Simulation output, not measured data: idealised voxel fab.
This is a process module. Its name is voxel plated lines.
The cross-section on display is named cut; it measures 225 nm wide, and its cells are 5 nm squares.
This document writes a cross-section as a grid whose cells are square, and gives it as bands, listed from the top down; one or more rows of cells form a band. First you get the band's top height and its bottom height, in nm, and then the materials it's made of, left to right, with each width in nm. If you see a single material with "throughout", that one covers the band edge to edge. "air" is empty space. Note: height 0 marks the level under which the wafer is uniformly one material as received. Lowest band unbounded below, written "0 -> down". The expression "30..40" gives the width at the extremes of the band, the first number at its top row of cells and the second at its bottom row, with the width changing by equal amounts from each row to the next in between. It should be understood that the words "remained the same", when stated for a given step, signify that the cross-section underwent no change in any of its cells during that step. For the entry "Enclosed void entries", the listed items are empty spaces with no open way to the top whose size is 8 cells or more; each item follows the pattern width x height at distance, where distance is from the left edge and all three are in nm. Where a step's line continues beyond its settings, the continuation is a remark by the simulator itself on that step. You can add "overlay nm" to a step's line. For a step with a mask, it describes how far the mask lay to the right of its planned position, and a negative number describes a lay to the left.

# plan
1: RECEIVE | material Si
2: CONFORMAL_DEP | material Al2O3 | thk nm 10
3: DIRECTIONAL_DEP | material TiN | thk nm 5
4: PATTERN | tone open | mask id LINES | material resist | width nm 25 | pitch nm 55 | thk nm 15 | overlay nm 0
5: EPI | material Ru | thk nm 10
6: STRIP | etch materials resist
7: DIRECTIONAL_ETCH | etch materials TiN | depth nm 5
8: CONFORMAL_DEP | material SiO2 | thk nm 10

# Step 1 complete: cross-section of the wafer as received
    0 -> down | Si throughout
    Enclosed void entries: none

# Figure: cross-sectional view of the wafer upon completion of the module, processed from the initial state and according to the plan depicted above, with one error introduced during execution
    35 -> 25 | air=60 | SiO2=45 | air=10 | SiO2=45 | air=65
    25 -> 20 | air=60 | SiO2=10 | Ru=25 | SiO2=10 | air=10 | SiO2=10 | Ru=25 | SiO2=10 | air=65
    20 -> 15 | SiO2=70 | Ru=25 | SiO2=30 | Ru=25 | SiO2=75
    15 -> 10 | SiO2=70 | TiN=25 | SiO2=30 | TiN=25 | SiO2=75
    10 -> 0 | Ru throughout
    0 -> down | Si throughout
    Enclosed void entries: none
Run error: step 2 ran as: CONFORMAL_DEP | material Ru | thk nm 10
